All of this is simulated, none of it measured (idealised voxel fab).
Proc. module: voxel self aligned contacts
It is cross-section cut that appears here, measuring 240 nm in width, its square cells being 5 nm in size.
Bands, listed from the top down, are how a cross-section gets written in this document; the cross-section itself is a grid of square cells, and a band is one or more rows of them. Band: top height; bottom height; in nm. Then, left to right: material with width in nm, for each material. "all across": a single material spanning edge to edge. "air": empty space. All heights in this document are referenced to 0, defined as the level beneath which the wafer, as received, consists entirely of one material. The lowest band is not bounded below; it extends indefinitely downward and is written in the form "0 down". Quick explanation for "30..40": the width changes in equal steps down the rows of cells, from the first number in the band's top row to the second number in its bottom row. Reading "changes: none" for a step: not a cell of the cross-section changed in it. Empty spaces without an open route to the top, at least 8 cells in extent, make up the entry "Voids, enclosed"; each is given as width x height at distance, where the distance is measured from the left edge, and all are in nm. On a step's line, text after the settings is the simulator commenting on that step. overlay nm, on a step with a mask: how far to the right of its planned place the mask lay; to the left if negative.

The planned process steps are enumerated hereunder
1 RECEIVE: material Si
2 OXIDIZE: depth nm 5
3 DIRECTIONAL_DEP: material polySi, thk nm 30
4 DIRECTIONAL_DEP: material SiN, thk nm 20
5 PATTERN: tone cover, mask id GATE, material resist, width nm 35, pitch nm 70, thk nm 15, overlay nm 0
6 DIRECTIONAL_ETCH: etch materials SiN, depth nm 20
7 DIRECTIONAL_ETCH: etch materials polySi, depth nm 30
8 STRIP: etch materials resist
9 CONFORMAL_DEP: material SiN, thk nm 10
10 DIRECTIONAL_ETCH: etch materials SiN, depth nm 10
11 FILL_DEP: material SiO2, thk nm 15
12 CMP: height nm 60
13 DIRECTIONAL_DEP: material aC, thk nm 10
14 PATTERN: tone open, mask id CONTACT, material resist, width nm 55, pitch nm 70, thk nm 30, overlay nm 0
15 DIRECTIONAL_ETCH: etch materials aC, depth nm 10
16 STRIP: etch materials resist
17 DIRECTIONAL_ETCH: etch materials SiO2, depth nm 65
18 STRIP: etch materials aC
19 CONFORMAL_DEP: material TiN, thk nm 5
20 FILL_DEP: material W, thk nm 5
21 CMP: height nm 60
22 CONFORMAL_DEP: material SiCN, thk nm 5

Delivered wafer in cross-section: state after step 1
0 down = Si all across
Voids, enclosed: none

Below is the wafer in cross-section after the module was completed. It began from the starting point shown above and followed the plan shown above, except that one mistake was made while running it
65 to 60 = SiCN all across
60 to 50 = 65 nm SiO2, then 5..15 nm TiN, then 45..5 nm W, then 5..35 nm TiN, then 15 nm SiO2, then 5..15 nm TiN, then 45..5 nm W, then 5..35 nm TiN, then 50 nm SiO2
50 to 30 = 20 nm SiO2, then 55 nm SiN, then 5 nm TiN, then 5 nm W, then 5 nm TiN, then 55 nm SiN, then 5 nm TiN, then 5 nm W, then 5 nm TiN, then 55 nm SiN, then 25 nm SiO2
30 to 0 = 20 nm SiO2, then 10 nm SiN, then 35 nm polySi, then 10 nm SiN, then 5 nm TiN, then 5 nm W, then 5 nm TiN, then 10 nm SiN, then 35 nm polySi, then 10 nm SiN, then 5 nm TiN, then 5 nm W, then 5 nm TiN, then 10 nm SiN, then 35 nm polySi, then 10 nm SiN, then 25 nm SiO2
0 to -5 = 75 nm SiO2, then 15 nm TiN, then 55 nm SiO2, then 15 nm TiN, then 80 nm SiO2
-5 down = Si all across
Voids, enclosed: none
Error vs. plan: for step 14, the planned setting was not used; the step was instead run as PATTERN: tone open, mask id CONTACT, material resist, width nm 55, pitch nm 70, thk nm 30, overlay nm 10
